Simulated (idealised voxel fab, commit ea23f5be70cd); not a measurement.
process module | voxel lift off
cross-section cut | 250 nm wide | cells 5 nm
A cross-section is a grid of square cells, given in bands from the top down. A band is one or more rows of cells.
Each band's line starts with the height of the band's top and of its bottom, in nm. Then come its materials from left to right, each with its width in nm. One material with "throughout" fills the band from edge to edge. "air" is empty space.
Height 0 is the level under which the wafer as received is all one material. The lowest band goes on downwards, as in "0 down".
A width such as "30 to 40" changes by the same amount from each row of cells to the next, from the band's top row to its bottom row.
"no change" after a step means that no cell of the cross-section changed.
closed voids: empty space of 8 cells or more with no open way to the top, each as width x height at its distance from the left edge, in nm
after a step's settings: what the simulator itself notes on the step
overlay nm, on a step with a mask: how far to the right of its planned place the mask lay; to the left if negative
plan
1 op RECEIVE | material Si
2 op CONFORMAL_DEP | material SiN | thk nm 15
3 op PATTERN | tone open | mask id LINES | material resist | width nm 20 | pitch nm 50 | thk nm 20 | overlay nm 0
4 op DIRECTIONAL_DEP | material Ru | thk nm 10
5 op STRIP | etch materials resist
6 op CONFORMAL_DEP | material SiCN | thk nm 5
as received, after step 1
  0 down: Si throughout
  closed voids: none
first wafer at the end, as planned
  30 to 25: air 85 | SiCN 30 | air 20 | SiCN 30 | air 85
  25 to 20: air 85 | SiCN 5 | Ru 20 | SiCN 5 | air 20 | SiCN 5 | Ru 20 | SiCN 5 | air 85
  20 to 15: SiCN 90 | Ru 20 | SiCN 30 | Ru 20 | SiCN 90
  15 to 0: SiN throughout
  0 down: Si throughout
  closed voids: none
second wafer at the end: like start, like plan, one mistake
  45 to 40: air 85 | SiCN 30 | air 20 | SiCN 30 | air 85
  40 to 35: air 85 | SiCN 5 | Ru 20 | SiCN 5 | air 20 | SiCN 5 | Ru 20 | SiCN 5 | air 85
  35 to 30: SiCN 90 | Ru 20 | SiCN 30 | Ru 20 | SiCN 90
  30 to 0: SiN throughout
  0 down: Si throughout
  closed voids: none
what went wrong: step 2 was run twice
at the end the second wafer has, in cells: 150 more of SiN
